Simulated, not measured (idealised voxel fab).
process module | voxel self aligned vias
cross-section cut | 235 nm wide | cells 5 nm
A cross-section is a grid of square cells, given in bands from the top down. A band is one or more rows of cells.
Each band's line starts with the height of the band's top and of its bottom, in nm. Then come its materials from left to right, each with its width in nm. One material with "throughout" fills the band from edge to edge. "air" is empty space.
Height 0 is the level under which the wafer as received is all one material. The lowest band goes on downwards, as in "0 down".
A width such as "30 to 40" changes by the same amount from each row of cells to the next, from the band's top row to its bottom row.
"no change" after a step means that no cell of the cross-section changed.
closed voids: empty space of 8 cells or more with no open way to the top, each as width x height at its distance from the left edge, in nm
after a step's settings: what the simulator itself notes on the step
overlay nm, on a step with a mask: how far to the right of its planned place the mask lay; to the left if negative
plan
1 op RECEIVE | material Si
2 op CONFORMAL_DEP | material SiO2 | thk nm 15
3 op CONFORMAL_DEP | material SiCN | thk nm 5
4 op DIRECTIONAL_DEP | material SiO2 | thk nm 30
5 op DIRECTIONAL_DEP | material aC | thk nm 15
6 op PATTERN | tone open | mask id LINES | material resist | width nm 25 | pitch nm 60 | thk nm 30 | overlay nm 0
7 op DIRECTIONAL_ETCH | etch materials aC | depth nm 15
8 op STRIP | etch materials resist
9 op DIRECTIONAL_ETCH | etch materials SiO2 | depth nm 30
10 op STRIP | etch materials aC
11 op CONFORMAL_DEP | material TiN | thk nm 5
12 op FILL_DEP | material W | thk nm 10
13 op CMP | height nm 50
14 op SELECTIVE_ETCH | etch materials W Ru TiN | depth nm 10
15 op FILL_DEP | material SiN | thk nm 10
16 op CMP | height nm 50
17 op DIRECTIONAL_DEP | material SiO2 | thk nm 15
18 op MASKED_ETCH | tone open | mask id VIAS | width nm 45 | etch materials SiO2 | depth nm 15 | overlay nm 0
19 op MASKED_ETCH | tone open | mask id VIAS | width nm 45 | etch materials SiN | depth nm 10 | overlay nm 0
20 op CONFORMAL_DEP | material TiN | thk nm 5
21 op FILL_DEP | material Ru | thk nm 5
22 op CMP | height nm 65
23 op CONFORMAL_DEP | material SiN | thk nm 5
as received, after step 1
  0 down: Si throughout
  closed voids: none
a wafer at the end: this start, this plan, one mistake
  70 to 65: SiN throughout
  65 to 55: SiO2 65 | TiN 5 | Ru 35 | TiN 5 | SiO2 125
  55 to 50: SiO2 65 | TiN 15 | Ru 15 | TiN 15 | SiO2 125
  50 to 45: SiO2 75 | TiN 5 | Ru 15 | TiN 5 | SiO2 35 | SiN 25 | SiO2 75
  45 to 40: SiO2 75 | TiN 25 | SiO2 35 | SiN 25 | SiO2 75
  40 to 25: SiO2 75 | TiN 5 | W 15 | TiN 5 | SiO2 35 | TiN 5 | W 15 | TiN 5 | SiO2 75
  25 to 20: SiO2 75 | TiN 25 | SiO2 35 | TiN 25 | SiO2 75
  20 to 5: SiO2 throughout
  5 to 0: SiCN throughout
  0 down: Si throughout
  closed voids: none
what went wrong: steps 2 and 3 were swapped
